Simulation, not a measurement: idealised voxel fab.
The following is a process module called voxel transistor to metal.
Xsec cut, 180 nm wide, square cell size 5 nm.
Cross-section spec: square-cell grid; bands listed top down; each band is one or more rows.
What a band's entry tells you: where the top is and where the bottom is, as heights in nm, and after that what lies inside, material by material from left to right, each with its width in nm. Empty space is written as the word "air", and a single material marked with the word "throughout" occupies the band from edge to edge.
Heights are expressed relative to 0, this being the level below which the as-received wafer comprises one material exclusively. The lowest band is unbounded in the downward direction and is denoted as in "0 -> down".
Width "30..40": first value at the band's top row of cells, second value at its bottom row, equal change from row to row.
The cross-section has no changed cell in any step marked "no modifications".
Closed-off voids of 8+ cells (no open route to the top) go in "Encapsulated voids", written width x height at distance from the left edge, in nm.
Step line, after settings: the simulator's comment on this step.
What "overlay nm" on a step's line means: if the step has a mask, that mask lay this far to the right of its planned place, or, when the value is negative, to the left.
The planned process steps are enumerated hereunder
1: RECEIVE with material Si
2: CONFORMAL_DEP with material SiO2, thk nm 5
3: CONFORMAL_DEP with material SiN, thk nm 10
4: MASKED_ETCH with tone cover, mask id ACTIVE, width nm 105, etch materials SiN, depth nm 10, overlay nm 0
5: MASKED_ETCH with tone cover, mask id ACTIVE, width nm 105, etch materials SiO2, depth nm 5, overlay nm 0
6: MASKED_ETCH with tone cover, mask id ACTIVE, width nm 105, etch materials Si, depth nm 35, overlay nm 0
7: FILL_DEP with material SiO2, thk nm 15
8: CMP with height nm 15
9: SELECTIVE_ETCH with etch materials SiO2, depth nm 5
10: STRIP with etch materials SiN
11: SELECTIVE_ETCH with etch materials SiO2, depth nm 5
12: OXIDIZE with depth nm 5
13: DIRECTIONAL_DEP with material polySi, thk nm 20
14: DIRECTIONAL_DEP with material SiCN, thk nm 10
15: MASKED_ETCH with tone cover, mask id GATE, width nm 25, etch materials SiCN, depth nm 20, overlay nm 0
16: MASKED_ETCH with tone cover, mask id GATE, width nm 25, etch materials polySi, depth nm 30, overlay nm 0
17: CONFORMAL_DEP with material SiN, thk nm 10
18: DIRECTIONAL_ETCH with etch materials SiN, depth nm 10
19: DIRECTIONAL_ETCH with etch materials SiO2, depth nm 5
20: DIRECTIONAL_ETCH with etch materials Si, depth nm 10
21: EPI with material nSi, thk nm 10
22: FILL_DEP with material SiO2, thk nm 5
23: CMP with height nm 30
24: DIRECTIONAL_DEP with material SiO2, thk nm 15
25: PATTERN with tone open, mask id CONTACT, material resist, width nm 30, pitch nm 65, thk nm 15, overlay nm 0
26: DIRECTIONAL_ETCH with etch materials SiO2, depth nm 50
27: STRIP with etch materials resist
28: CONFORMAL_DEP with material TiN, thk nm 5
29: FILL_DEP with material W, thk nm 5
30: CMP with height nm 45
31: CONFORMAL_DEP with material SiCN, thk nm 5
32: DIRECTIONAL_DEP with material lowk, thk nm 25
33: PATTERN with tone open, mask id METAL_1, material resist, width nm 15, pitch nm 80, thk nm 20, overlay nm 0
34: DIRECTIONAL_ETCH with etch materials lowk, depth nm 25
35: DIRECTIONAL_ETCH with etch materials SiCN, depth nm 5
36: STRIP with etch materials resist
37: CONFORMAL_DEP with material TiN, thk nm 5
38: FILL_DEP with material W, thk nm 10
39: CMP with height nm 75
40: CONFORMAL_DEP with material SiCN, thk nm 5
41: DIRECTIONAL_DEP with material SiO2, thk nm 35
42: MASKED_ETCH with tone open, mask id METAL_2, width nm 15, pitch nm 80, etch materials SiO2, depth nm 20, overlay nm 0
43: DIRECTIONAL_DEP with material aC, thk nm 10
44: PATTERN with tone open, mask id METAL_2_HOLES, material resist, width nm 15, pitch nm 80, thk nm 25, overlay nm 0
45: DIRECTIONAL_ETCH with etch materials aC, depth nm 10
46: STRIP with etch materials resist
47: DIRECTIONAL_ETCH with etch materials SiO2, depth nm 15
48: DIRECTIONAL_ETCH with etch materials SiCN, depth nm 5
49: STRIP with etch materials aC
50: CONFORMAL_DEP with material TiN, thk nm 5
51: FILL_DEP with material Cu, thk nm 10
52: CMP with height nm 115
53: CONFORMAL_DEP with material SiCN, thk nm 5
Wafer as received: cross-section following step 1
  0 -> down  Si throughout
  Encapsulated voids: none
Wafer at module end, in section. Began as above, planned as above, run with one mistake
  120 -> 115  SiCN throughout
  115 -> 80  SiO2 (40) | TiN (5) | Cu (5) | TiN (5) | SiO2 (65) | TiN (5) | Cu (5) | TiN (5) | SiO2 (45)
  80 -> 75  SiCN (40) | TiN (15) | SiCN (65) | TiN (15) | SiCN (45)
  75 -> 55  lowk (40) | TiN (5) | W (5) | TiN (5) | lowk (65) | TiN (5) | W (5) | TiN (5) | lowk (45)
  55 -> 50  lowk (40) | TiN (15) | lowk (65) | TiN (15) | lowk (45)
  50 -> 45  lowk throughout
  45 -> 35  SiO2 (40) | TiN (5) | W (20) | TiN (5) | SiO2 (35) | TiN (5) | W (20) | TiN (5) | SiO2 (45)
  35 -> 30  SiO2 (40) | TiN (5) | W (15) | TiN (10) | SiO2 (35) | TiN (10) | W (15) | TiN (5) | SiO2 (45)
  30 -> 20  SiO2 (40) | TiN (5) | W (15) | TiN (5) | SiN (10) | SiCN (25) | SiN (10) | TiN (5) | W (15) | TiN (5) | SiO2 (45)
  20 -> 10  SiO2 (40) | TiN (5) | W (15) | TiN (5) | SiN (10) | polySi (25) | SiN (10) | TiN (5) | W (15) | TiN (5) | SiO2 (45)
  10 -> 5  SiO2 (40) | TiN (25) | SiN (10) | polySi (25) | SiN (10) | TiN (25) | SiO2 (45)
  5 -> 0  SiO2 (30) | SiN (10) | nSi (10) | TiN (5) | nSi (10) | SiN (10) | polySi (25) | SiN (10) | nSi (10) | TiN (5) | nSi (10) | SiN (10) | SiO2 (35)
  0 -> -5  SiO2 (40) | nSi (10) | TiN (5) | nSi (10) | SiO2 (45) | nSi (10) | TiN (5) | nSi (10) | SiO2 (45)
  -5 -> -15  SiO2 (35) | Si (5) | nSi (25) | Si (45) | nSi (25) | Si (5) | SiO2 (40)
  -15 -> -35  SiO2 (35) | Si (105) | SiO2 (40)
  -35 -> down  Si throughout
  Encapsulated voids: none
What broke from the plan during processing? step 31 ran differently from the plan; actual operation with settings: CONFORMAL_DEP with material lowk, thk nm 5
